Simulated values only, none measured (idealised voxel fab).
This section sets out a process module, namely voxel gate over fins.
Square cells of 5 nm make up the cross-section cut, whose width is 180 nm.
When this document writes out a cross-section, it uses a grid of square cells and lists it as bands, beginning at the top and moving down, with a band standing for one or more rows of cells.
Band: top height; bottom height; in nm. Then, left to right: material with width in nm, for each material. "all across": a single material spanning edge to edge. "blank": empty space.
Basically, 0 is our baseline, since under it the wafer straight out of the box is all one material. The bottom band has no lower end and keeps on going down, so it looks like "from 0 down".
You'd read "30..40" like this: the band's top row of cells is as wide as the first number, its bottom row is as wide as the second, and going down, every row changes width by the same amount as the row before did.
"no change" for a step: no cell of the cross-section changed in that step.
For the entry "Enclosed internal voids", the listed items are empty spaces with no open way to the top whose size is 8 cells or more; each item follows the pattern width x height at distance, where distance is from the left edge and all three are in nm.
On each step's line, the part that comes after the settings is the simulator's own comment on the step.
When a step includes a mask, the "overlay nm" setting on its line states how far to the right of its planned place that mask lay, and negative values state how far to the left.

Listed below are the process steps as planned
| 1 | RECEIVE [material Si] |
| 2 | CONFORMAL_DEP [material SiN] [thk nm 10] |
| 3 | PATTERN [tone cover] [mask id FINS] [material resist] [width nm 15] [pitch nm 35] [thk nm 20] [overlay nm 0] |
| 4 | DIRECTIONAL_ETCH [etch materials SiN] [depth nm 10] |
| 5 | DIRECTIONAL_ETCH [etch materials Si] [depth nm 35] |
| 6 | STRIP [etch materials resist] |
| 7 | OXIDIZE [depth nm 5] |
| 8 | FILL_DEP [material SiO2] [thk nm 5] |
| 9 | CMP [height nm 10] |
| 10 | SELECTIVE_ETCH [etch materials SiO2] [depth nm 25] |
| 11 | STRIP [etch materials SiN] |
| 12 | CONFORMAL_DEP [material HfO2] [thk nm 5] |
| 13 | CONFORMAL_DEP [material TiN] [thk nm 5] |
| 14 | FILL_DEP [material W] [thk nm 10] |
| 15 | CMP [height nm 15] |
| 16 | CONFORMAL_DEP [material SiN] [thk nm 5] |

Cross-section of the wafer upon arrival, representing the state reached after step 1
from 0 down | Si all across
Enclosed internal voids: none

End-of-module cross-section. Starting structure and process plan as above; one mistake made in running it
from 20 to 15 | SiN all across
from 15 to 10 | W all across
from 10 to 5 | W 25 / HfO2 25 / W 10 / HfO2 25 / W 10 / HfO2 25 / W 10 / HfO2 25 / W 25
from 5 to 0 | W 25 / HfO2 5 / TiN 15 / HfO2 5 / W 10 / HfO2 5 / TiN 15 / HfO2 5 / W 10 / HfO2 5 / TiN 15 / HfO2 5 / W 10 / HfO2 5 / TiN 15 / HfO2 5 / W 25
from 0 to -5 | W 25 / HfO2 5 / TiN 5 / Si 5 / TiN 5 / HfO2 5 / W 10 / HfO2 5 / TiN 5 / Si 5 / TiN 5 / HfO2 5 / W 10 / HfO2 5 / TiN 5 / Si 5 / TiN 5 / HfO2 5 / W 10 / HfO2 5 / TiN 5 / Si 5 / TiN 5 / HfO2 5 / W 25
from -5 to -10 | HfO2 30 / TiN 5 / Si 5 / TiN 5 / HfO2 20 / TiN 5 / Si 5 / TiN 5 / HfO2 20 / TiN 5 / Si 5 / TiN 5 / HfO2 20 / TiN 5 / Si 5 / TiN 5 / HfO2 30
from -10 to -15 | TiN 35 / Si 5 / TiN 30 / Si 5 / TiN 30 / Si 5 / TiN 30 / Si 5 / TiN 35
from -15 to -40 | SiO2 35 / Si 5 / SiO2 30 / Si 5 / SiO2 30 / Si 5 / SiO2 30 / Si 5 / SiO2 35
from -40 down | Si all across
Enclosed internal voids: none
Deviation from plan: the intended sequence of steps 12 and 13 was reversed during processing, with each occupying the position of the other
